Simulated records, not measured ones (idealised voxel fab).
The following is a process module called voxel spacer lines.
Square cell edge 5 nm, section width 185 nm, ID cut.
If you're reading a cross-section in this doc, picture square cells in a grid; it comes to you as bands, top ones listed first down to the bottom, and a band can be one or more rows of cells. The entry gives the band's vertical extent as a top height and a bottom height in nm, then its horizontal make-up as materials from left to right, each with a width in nm. "blank" stands for empty space; a single material marked "all across" fills the band edge to edge. Beneath 0, the wafer as received is one material, and that level is where height counting begins. The lowest band goes on downward without a bottom; it is written like "0 down". You'd read "30 to 40" like this: the band's top row of cells is as wide as the first number, its bottom row is as wide as the second, and going down, every row changes width by the same amount as the row before did. No cell of the cross-section changed in a step that is given as "no alteration". "Trapped cavities": empty spaces of 8 cells or more with no open way to the top, each given as width x height at distance, distance from the left edge, all in nm. Where a step's line continues beyond its settings, the continuation is a remark by the simulator itself on that step. "overlay nm", when on a step's line for a step with a mask, measures how far to the right of its planned place the mask lay; a negative measure means to the left.

The following list gives the planned process steps:
| 1 | RECEIVE: material Si |
| 2 | CONFORMAL_DEP: material Al2O3, thk nm 10 |
| 3 | DIRECTIONAL_DEP: material W, thk nm 10 |
| 4 | DIRECTIONAL_DEP: material polySi, thk nm 25 |
| 5 | PATTERN: tone cover, mask id MANDREL, material resist, width nm 15, pitch nm 50, thk nm 30, overlay nm 0 |
| 6 | DIRECTIONAL_ETCH: etch materials polySi, depth nm 25 |
| 7 | STRIP: etch materials resist |
| 8 | CONFORMAL_DEP: material SiO2, thk nm 10 |
| 9 | DIRECTIONAL_ETCH: etch materials SiO2, depth nm 10 |
| 10 | STRIP: etch materials polySi |
| 11 | DIRECTIONAL_ETCH: etch materials W, depth nm 10 |
| 12 | STRIP: etch materials SiO2 |
| 13 | FILL_DEP: material lowk, thk nm 10 |
| 14 | CMP: height nm 20 |

Below: the first of two wafers, run as planned:

Delivered wafer in cross-section: state after step 1:
> 0 down | Si all across
> Trapped cavities: none

Once step 2 is through, the wafer looks like this in cross-section:
> 10 to 0 | Al2O3 all across
> Everything under 0 stays put, no change at all.

Once step 3 is through, the wafer looks like this in cross-section:
> 20 to 10 | W all across
> Everything under 10 stays put, no change at all.

Once step 4 is through, the wafer looks like this in cross-section:
> 45 to 20 | polySi all across
> Everything under 20 stays put, no change at all.

Once step 5 is through, the wafer looks like this in cross-section:
> 75 to 45 | 60 nm blank; 15 nm resist; 35 nm blank; 15 nm resist; 60 nm blank
> Everything under 45 stays put, no change at all.

Once step 6 is through, the wafer looks like this in cross-section:
> 75 to 45 | 60 nm blank; 15 nm resist; 35 nm blank; 15 nm resist; 60 nm blank
> 45 to 20 | 60 nm blank; 15 nm polySi; 35 nm blank; 15 nm polySi; 60 nm blank
> Everything under 20 stays put, no change at all.

Once step 7 is through, the wafer looks like this in cross-section:
> 45 to 20 | 60 nm blank; 15 nm polySi; 35 nm blank; 15 nm polySi; 60 nm blank
> Everything under 20 stays put, no change at all.

Once step 8 is through, the wafer looks like this in cross-section:
> 55 to 45 | 50 nm blank; 35 nm SiO2; 15 nm blank; 35 nm SiO2; 50 nm blank
> 45 to 30 | 50 nm blank; 10 nm SiO2; 15 nm polySi; 10 nm SiO2; 15 nm blank; 10 nm SiO2; 15 nm polySi; 10 nm SiO2; 50 nm blank
> 30 to 20 | 60 nm SiO2; 15 nm polySi; 35 nm SiO2; 15 nm polySi; 60 nm SiO2
> Everything under 20 stays put, no change at all.

Once step 9 is through, the wafer looks like this in cross-section:
> 45 to 20 | 50 nm blank; 10 nm SiO2; 15 nm polySi; 10 nm SiO2; 15 nm blank; 10 nm SiO2; 15 nm polySi; 10 nm SiO2; 50 nm blank
> Everything under 20 stays put, no change at all.

Once step 10 is through, the wafer looks like this in cross-section:
> 45 to 20 | 50 nm blank; 10 nm SiO2; 15 nm blank; 10 nm SiO2; 15 nm blank; 10 nm SiO2; 15 nm blank; 10 nm SiO2; 50 nm blank
> Everything under 20 stays put, no change at all.

Once step 11 is through, the wafer looks like this in cross-section:
> 45 to 20 | 50 nm blank; 10 nm SiO2; 15 nm blank; 10 nm SiO2; 15 nm blank; 10 nm SiO2; 15 nm blank; 10 nm SiO2; 50 nm blank
> 20 to 10 | 50 nm blank; 10 nm W; 15 nm blank; 10 nm W; 15 nm blank; 10 nm W; 15 nm blank; 10 nm W; 50 nm blank
> Everything under 10 stays put, no change at all.

Once step 12 is through, the wafer looks like this in cross-section:
> 20 to 10 | 50 nm blank; 10 nm W; 15 nm blank; 10 nm W; 15 nm blank; 10 nm W; 15 nm blank; 10 nm W; 50 nm blank
> Everything under 10 stays put, no change at all.

Once step 13 is through, the wafer looks like this in cross-section:
> 30 to 20 | lowk all across
> 20 to 10 | 50 nm lowk; 10 nm W; 15 nm lowk; 10 nm W; 15 nm lowk; 10 nm W; 15 nm lowk; 10 nm W; 50 nm lowk
> Everything under 10 stays put, no change at all.

Once step 14 is through, the wafer looks like this in cross-section:
> 20 to 10 | 50 nm lowk; 10 nm W; 15 nm lowk; 10 nm W; 15 nm lowk; 10 nm W; 15 nm lowk; 10 nm W; 50 nm lowk
> Everything under 10 stays put, no change at all.

Second of two: same start, same plan, one run error; steps up to and including 12 match the first:

Second wafer at the planned finish of step 13, seen in cross-section:
> 30 to 20 | SiO2 all across
> 20 to 10 | 50 nm SiO2; 10 nm W; 15 nm SiO2; 10 nm W; 15 nm SiO2; 10 nm W; 15 nm SiO2; 10 nm W; 50 nm SiO2
> Everything under 10 stays put, no change at all.

Second wafer at the planned finish of step 14, seen in cross-section:
> 20 to 10 | 50 nm SiO2; 10 nm W; 15 nm SiO2; 10 nm W; 15 nm SiO2; 10 nm W; 15 nm SiO2; 10 nm W; 50 nm SiO2
> Everything under 10 stays put, no change at all.
So what did we get wrong on this run? note that step 13 departed from the planned setting and was carried out as FILL_DEP: material SiO2, thk nm 10
End of process, cell counts, second wafer against first, materials with more or fewer: SiO2: 58 more, lowk: 58 fewer
